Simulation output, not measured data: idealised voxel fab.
process module | voxel self aligned vias
cross-section cut | 245 nm wide | cells 5 nm
A cross-section is a grid of square cells, given in bands from the top down. A band is one or more rows of cells.
Each band's line starts with the height of the band's top and of its bottom, in nm. Then come its materials from left to right, each with its width in nm. One material with "throughout" fills the band from edge to edge. "air" is empty space.
Height 0 is the level under which the wafer as received is all one material. The lowest band goes on downwards, as in "0 down".
A width such as "30 to 40" changes by the same amount from each row of cells to the next, from the band's top row to its bottom row.
"no change" after a step means that no cell of the cross-section changed.
closed voids: empty space of 8 cells or more with no open way to the top, each as width x height at its distance from the left edge, in nm
after a step's settings: what the simulator itself notes on the step
overlay nm, on a step with a mask: how far to the right of its planned place the mask lay; to the left if negative
plan
1 op RECEIVE | material Si
2 op CONFORMAL_DEP | material SiO2 | thk nm 15
3 op CONFORMAL_DEP | material SiCN | thk nm 5
4 op DIRECTIONAL_DEP | material SiO2 | thk nm 25
5 op MASKED_ETCH | tone open | mask id LINES | width nm 25 | pitch nm 65 | etch materials SiO2 | depth nm 25 | overlay nm 0
6 op CONFORMAL_DEP | material TiN | thk nm 5
7 op FILL_DEP | material Ru | thk nm 5
8 op CMP | height nm 45
9 op SELECTIVE_ETCH | etch materials W Ru TiN | depth nm 5
10 op FILL_DEP | material SiN | thk nm 5
11 op CMP | height nm 45
12 op DIRECTIONAL_DEP | material SiO2 | thk nm 15
13 op DIRECTIONAL_DEP | material aC | thk nm 10
14 op PATTERN | tone open | mask id VIAS | material resist | width nm 45 | pitch nm 130 | thk nm 25 | overlay nm 0
15 op DIRECTIONAL_ETCH | etch materials aC | depth nm 10
16 op STRIP | etch materials resist
17 op DIRECTIONAL_ETCH | etch materials SiO2 | depth nm 15
18 op DIRECTIONAL_ETCH | etch materials SiN | depth nm 5
19 op STRIP | etch materials aC
20 op CONFORMAL_DEP | material TiN | thk nm 5
21 op FILL_DEP | material Ru | thk nm 10
22 op CMP | height nm 60
23 op CONFORMAL_DEP | material SiN | thk nm 5
as received, after step 1
  0 down: Si throughout
  closed voids: none
first wafer at the end, as planned
  65 to 60: SiN throughout
  60 to 50: SiO2 35 | TiN 5 | Ru 35 | TiN 5 | SiO2 85 | TiN 5 | Ru 35 | TiN 5 | SiO2 35
  50 to 45: SiO2 35 | TiN 15 | Ru 15 | TiN 15 | SiO2 85 | TiN 15 | Ru 15 | TiN 15 | SiO2 35
  45 to 40: SiO2 45 | TiN 25 | SiO2 40 | SiN 25 | SiO2 40 | TiN 25 | SiO2 45
  40 to 25: SiO2 45 | TiN 5 | Ru 15 | TiN 5 | SiO2 40 | TiN 5 | Ru 15 | TiN 5 | SiO2 40 | TiN 5 | Ru 15 | TiN 5 | SiO2 45
  25 to 20: SiO2 45 | TiN 25 | SiO2 40 | TiN 25 | SiO2 40 | TiN 25 | SiO2 45
  20 to 15: SiCN throughout
  15 to 0: SiO2 throughout
  0 down: Si throughout
  closed voids: none
second wafer at the end: like start, like plan, one mistake
  65 to 60: SiN throughout
  60 to 50: SiO2 35 | TiN 5 | Ru 35 | TiN 5 | SiO2 85 | TiN 5 | Ru 35 | TiN 5 | SiO2 35
  50 to 45: SiO2 35 | TiN 15 | Ru 15 | TiN 15 | SiO2 85 | TiN 15 | Ru 15 | TiN 15 | SiO2 35
  45 to 40: SiO2 45 | TiN 25 | SiO2 40 | aC 25 | SiO2 40 | TiN 25 | SiO2 45
  40 to 25: SiO2 45 | TiN 5 | Ru 15 | TiN 5 | SiO2 40 | TiN 5 | Ru 15 | TiN 5 | SiO2 40 | TiN 5 | Ru 15 | TiN 5 | SiO2 45
  25 to 20: SiO2 45 | TiN 25 | SiO2 40 | TiN 25 | SiO2 40 | TiN 25 | SiO2 45
  20 to 15: SiCN throughout
  15 to 0: SiO2 throughout
  0 down: Si throughout
  closed voids: none
what went wrong: step 10 ran as: op FILL_DEP | material aC | thk nm 5
at the end the second wafer has, in cells: 5 fewer of SiN | 5 more of aC
